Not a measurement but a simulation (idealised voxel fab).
process module | voxel double patterning
cross-section cut | 300 nm wide | cells 5 nm
A cross-section is a grid of square cells, given in bands from the top down. A band is one or more rows of cells.
Each band's line starts with the height of the band's top and of its bottom, in nm. Then come its materials from left to right, each with its width in nm. One material with "throughout" fills the band from edge to edge. "air" is empty space.
Height 0 is the level under which the wafer as received is all one material. The lowest band goes on downwards, as in "0 down".
A width such as "30 to 40" changes by the same amount from each row of cells to the next, from the band's top row to its bottom row.
"no change" after a step means that no cell of the cross-section changed.
closed voids: empty space of 8 cells or more with no open way to the top, each as width x height at its distance from the left edge, in nm
after a step's settings: what the simulator itself notes on the step
overlay nm, on a step with a mask: how far to the right of its planned place the mask lay; to the left if negative
plan
1 op RECEIVE | material Si
2 op CONFORMAL_DEP | material SiO2 | thk nm 5
3 op DIRECTIONAL_DEP | material W | thk nm 15
4 op DIRECTIONAL_DEP | material SiCN | thk nm 10
5 op DIRECTIONAL_DEP | material aC | thk nm 15
6 op PATTERN | tone open | mask id FIRST | material resist | width nm 15 | pitch nm 50 | thk nm 30 | overlay nm 0
7 op DIRECTIONAL_ETCH | etch materials aC | depth nm 15
8 op STRIP | etch materials resist
9 op DIRECTIONAL_ETCH | etch materials SiCN | depth nm 10
10 op STRIP | etch materials aC
11 op PATTERN | tone open | mask id SECOND | material resist | width nm 15 | pitch nm 50 | thk nm 15 | overlay nm 0
12 op DIRECTIONAL_ETCH | etch materials SiCN | depth nm 10
13 op STRIP | etch materials resist
14 op DIRECTIONAL_ETCH | etch materials W | depth nm 15
15 op STRIP | etch materials SiCN
as received, after step 1
  0 down: Si throughout
  closed voids: none
first wafer at the end, as planned
  20 to 5: W 90 | air 15 | W 10 | air 15 | W 10 | air 15 | W 10 | air 15 | W 10 | air 15 | W 95
  5 to 0: SiO2 throughout
  0 down: Si throughout
  closed voids: none
second wafer at the end: like start, like plan, one mistake
  20 to 15: W 90 | air 15 | W 10 | air 15 | W 10 | air 15 | W 10 | air 15 | W 10 | air 15 | W 95
  15 to 5: W throughout
  5 to 0: SiO2 throughout
  0 down: Si throughout
  closed voids: none
what went wrong: step 14 ran as: op DIRECTIONAL_ETCH | etch materials W | depth nm 5
at the end the second wafer has, in cells: 30 more of W
